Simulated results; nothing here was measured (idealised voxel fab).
The document below concerns the process module designated voxel trench capacitor.
Each square cell in cross-section cut measures 5 nm, and the section as a whole is 175 nm wide.
The cross-sections in this document take the form of a grid made of square cells. They are written out as bands, in order from top to bottom. Each band consists of one or more rows of cells. Band: top height; bottom height; in nm. Then, left to right: material with width in nm, for each material. "throughout": a single material spanning edge to edge. "air": empty space. Height reference: 0 = level under which incoming wafer is all one material. Lowest band: no bottom, runs on downward, e.g. "0 -> down". Top row gets the first number, bottom row gets the second, and each row in between changes by the same step: that is how a band width like "30->40" works. Reading "nothing altered" for a step: not a cell of the cross-section changed in it. "Voids, fully enclosed" - sealed voids, min. 8 cells, no opening to top; format: width x height at distance (distance from left edge; nm throughout). It should be noted that, on the line of a given step, the content following the step's settings is a remark produced by the simulator itself with respect to that step. "overlay nm", when on a step's line for a step with a mask, measures how far to the right of its planned place the mask lay; a negative measure means to the left.

# Steps planned for the process
1. RECEIVE, material Si
2. CONFORMAL_DEP, material SiN, thk nm 10
3. DIRECTIONAL_DEP, material aC, thk nm 15
4. PATTERN, tone open, mask id TRENCH, material resist, width nm 25, pitch nm 55, thk nm 35, overlay nm 0
5. DIRECTIONAL_ETCH, etch materials aC, depth nm 15
6. STRIP, etch materials resist
7. DIRECTIONAL_ETCH, etch materials SiN, depth nm 10
8. DIRECTIONAL_ETCH, etch materials Si, depth nm 25
9. STRIP, etch materials aC
10. CONFORMAL_DEP, material Al2O3, thk nm 5
11. CONFORMAL_DEP, material TiN, thk nm 5
12. FILL_DEP, material W, thk nm 10
13. CMP, height nm 10

# As-received wafer cross-section (after step 1)
  0 -> down | Si throughout
  Voids, fully enclosed: none

# The module was run from the start shown above using the plan shown above, but one mistake was made doing it; the resulting wafer cross-section is below
  10 -> 0 | 45 nm SiN; 5 nm TiN; 5 nm Al2O3; 5 nm W; 5 nm Al2O3; 5 nm TiN; 30 nm SiN; 5 nm TiN; 5 nm Al2O3; 5 nm W; 5 nm Al2O3; 5 nm TiN; 50 nm SiN
  0 -> -15 | 45 nm Si; 5 nm TiN; 5 nm Al2O3; 5 nm W; 5 nm Al2O3; 5 nm TiN; 30 nm Si; 5 nm TiN; 5 nm Al2O3; 5 nm W; 5 nm Al2O3; 5 nm TiN; 50 nm Si
  -15 -> -20 | 45 nm Si; 5 nm TiN; 15 nm Al2O3; 5 nm TiN; 30 nm Si; 5 nm TiN; 15 nm Al2O3; 5 nm TiN; 50 nm Si
  -20 -> -25 | 45 nm Si; 25 nm TiN; 30 nm Si; 25 nm TiN; 50 nm Si
  -25 -> down | Si throughout
  Voids, fully enclosed: none
In executing the process, a mistake was made relative to the plan: plan vs actual: 10 and 11 interchanged
